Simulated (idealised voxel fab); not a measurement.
voxel self aligned contacts: a process module
Square cells of 5 nm make up the cross-section cut, whose width is 175 nm.
Cross-section spec: square-cell grid; bands listed top down; each band is one or more rows. Heads up on the band format: heights come first, top then bottom, in nm. After that it's the materials left to right, each with its width in nm. A single material flagged "full width" fills the whole band edge to edge, and "blank" means there's empty space there. Where do heights start? At 0: under that level the wafer as delivered is made of one material only. And the lowest band has no floor; it just carries on downward, as in "0 and below". Width "30->40": first value at the band's top row of cells, second value at its bottom row, equal change from row to row. The cross-section has no changed cell in any step marked "same as before". In "Cavities, closed" the enclosed voids are listed, meaning empty spaces of 8 cells or larger without any opening to the top. The form is width x height at distance, distance from the left edge, units nm. It should be noted that, on the line of a given step, the content following the step's settings is a remark produced by the simulator itself with respect to that step. A step line may carry the setting "overlay nm", which, for steps involving a mask, states the distance by which the mask lay to the right of its intended position; negative values denote displacement to the left.

**The following list gives the planned process steps**
| 1 | op RECEIVE | material Si |
| 2 | op CONFORMAL_DEP | material SiO2 | thk nm 5 |
| 3 | op DIRECTIONAL_DEP | material polySi | thk nm 25 |
| 4 | op DIRECTIONAL_DEP | material SiN | thk nm 15 |
| 5 | op DIRECTIONAL_DEP | material aC | thk nm 10 |
| 6 | op PATTERN | tone cover | mask id GATE | material resist | width nm 30 | pitch nm 60 | thk nm 30 | overlay nm 0 |
| 7 | op DIRECTIONAL_ETCH | etch materials aC | depth nm 10 |
| 8 | op STRIP | etch materials resist |
| 9 | op DIRECTIONAL_ETCH | etch materials SiN | depth nm 15 |
| 10 | op DIRECTIONAL_ETCH | etch materials polySi | depth nm 25 |
| 11 | op STRIP | etch materials aC |
| 12 | op CONFORMAL_DEP | material SiN | thk nm 5 |
| 13 | op DIRECTIONAL_ETCH | etch materials SiN | depth nm 5 |
| 14 | op FILL_DEP | material SiO2 | thk nm 15 |
| 15 | op CMP | height nm 55 |
| 16 | op DIRECTIONAL_DEP | material aC | thk nm 10 |
| 17 | op PATTERN | tone open | mask id CONTACT | material resist | width nm 40 | thk nm 30 | overlay nm 0 |
| 18 | op DIRECTIONAL_ETCH | etch materials aC | depth nm 5 |
| 19 | op STRIP | etch materials resist |
| 20 | op DIRECTIONAL_ETCH | etch materials SiO2 | depth nm 55 |
| 21 | op STRIP | etch materials aC |
| 22 | op CONFORMAL_DEP | material TiN | thk nm 5 |
| 23 | op FILL_DEP | material Ru | thk nm 5 |
| 24 | op CMP | height nm 55 |
| 25 | op CONFORMAL_DEP | material SiCN | thk nm 5 |
Keep in mind the plan's value for the depth nm of step 18 comes from the first wafer; the wafers don't share that setting, but they do share the same starting point.

**Received wafers, first of several: cross-section after step 1**
0 and below  Si full width
Cavities, closed: none

**First of several wafers, sectioned at end of module (last step: step 25)**
60 down to 55  SiCN full width
55 down to 45  SiO2 full width
45 down to 30  SiO2 35 nm, SiN 40 nm, SiO2 20 nm, SiN 40 nm, SiO2 40 nm
30 down to 5  SiO2 35 nm, SiN 5 nm, polySi 30 nm, SiN 5 nm, SiO2 20 nm, SiN 5 nm, polySi 30 nm, SiN 5 nm, SiO2 40 nm
5 down to 0  SiO2 full width
0 and below  Si full width
Cavities, closed: none

**The final wafer, sectioned at module end**
60 down to 55  SiCN full width
55 down to 45  SiO2 65 nm, TiN 5->15 nm, Ru 30->10 nm, TiN 5->15 nm, SiO2 70 nm
45 down to 30  SiO2 35 nm, SiN 40 nm, TiN 5 nm, Ru 10 nm, TiN 5 nm, SiN 40 nm, SiO2 40 nm
30 down to 5  SiO2 35 nm, SiN 5 nm, polySi 30 nm, SiN 5 nm, TiN 5 nm, Ru 10 nm, TiN 5 nm, SiN 5 nm, polySi 30 nm, SiN 5 nm, SiO2 40 nm
5 down to 0  SiO2 75 nm, TiN 20 nm, SiO2 80 nm
0 and below  Si full width
Cavities, closed: none

**Gained (+) or lost (-) cells of each material since receipt, then closed voids: one row per wafer, at the end of the module**
depth nm 5; +35 SiCN; +68 SiN; +257 SiO2; +60 polySi; Cavities, closed: none
depth nm 10; +24 Ru; +35 SiCN; +68 SiN; +205 SiO2; +28 TiN; +60 polySi; Cavities, closed: none
depth nm 15; +24 Ru; +35 SiCN; +68 SiN; +205 SiO2; +28 TiN; +60 polySi; Cavities, closed: none
depth nm 20; +24 Ru; +35 SiCN; +68 SiN; +205 SiO2; +28 TiN; +60 polySi; Cavities, closed: none
depth nm 25; +24 Ru; +35 SiCN; +68 SiN; +205 SiO2; +28 TiN; +60 polySi; Cavities, closed: none
